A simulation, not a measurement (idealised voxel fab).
process module | voxel released beams
Square cell edge 5 nm, section width 215 nm, ID cut.
A cross-section in this document is a grid of square cells, and it is written down as bands, the top band listed before the ones below it; a band is made up of one or more rows of cells.
The band entry comprises the height of the band's top followed by the height of its bottom, expressed in nm, and subsequently the band's materials from left to right, each stated together with its width in nm. Where a single material is marked with the word "all across", that material fills the band from edge to edge. The word "blank" represents empty space.
We count height from 0. Below that, the starting wafer is all one material. The lowest band never ends at the bottom but goes on down; see "0 down" for how that is written.
Read "30..40" as a graded width: first number on top, second number at the bottom, same change between each pair of neighbouring rows.
Where the words "nothing different" appear for a step, the cross-section shows no cell changed by that step; every cell remained as before.
You'll see "Completely sealed voids" listing empty spaces that have no way open to the top, as long as they're 8 cells or more; the notation is width x height at distance, where the distance is from the left edge, and all of it is in nm.
Post-settings text on a step line: simulator's own remark regarding the step.
"overlay nm" denotes, for a step that has a mask, the displacement of the mask to the right of its planned place, with negative values corresponding to the left.

## Intended process steps
| 1 | RECEIVE, material Si |
| 2 | CONFORMAL_DEP, material SiN, thk nm 10 |
| 3 | DIRECTIONAL_DEP, material SiO2, thk nm 10 |
| 4 | DIRECTIONAL_DEP, material aC, thk nm 10 |
| 5 | PATTERN, tone open, mask id ANCHOR, material resist, width nm 35, thk nm 25, overlay nm 0 |
| 6 | DIRECTIONAL_ETCH, etch materials aC, depth nm 10 |
| 7 | STRIP, etch materials resist |
| 8 | DIRECTIONAL_ETCH, etch materials SiO2, depth nm 10 |
| 9 | STRIP, etch materials aC |
| 10 | CONFORMAL_DEP, material polySi, thk nm 15 |
| 11 | DIRECTIONAL_DEP, material aC, thk nm 10 |
| 12 | PATTERN, tone cover, mask id BEAM, material resist, width nm 105, thk nm 30, overlay nm 0 |
| 13 | DIRECTIONAL_ETCH, etch materials aC, depth nm 10 |
| 14 | STRIP, etch materials resist |
| 15 | DIRECTIONAL_ETCH, etch materials polySi, depth nm 15 |
| 16 | STRIP, etch materials aC |
| 17 | STRIP, etch materials SiO2 |

## Wafer as received: cross-section following step 1
  0 down | Si all across
  Completely sealed voids: none

## Final cross-section, module run with one mistake (start and plan as above)
  25 to 15 | blank (50)  polySi (20)  blank (5)  polySi (80)  blank (60)
  15 to 10 | blank (50)  polySi (105)  blank (60)
  10 to 0 | blank (55)  polySi (35)  blank (125)
  0 down | Si all across
  Completely sealed voids: none
What was done differently from what was planned? step 2 of the plan was bypassed and not carried out
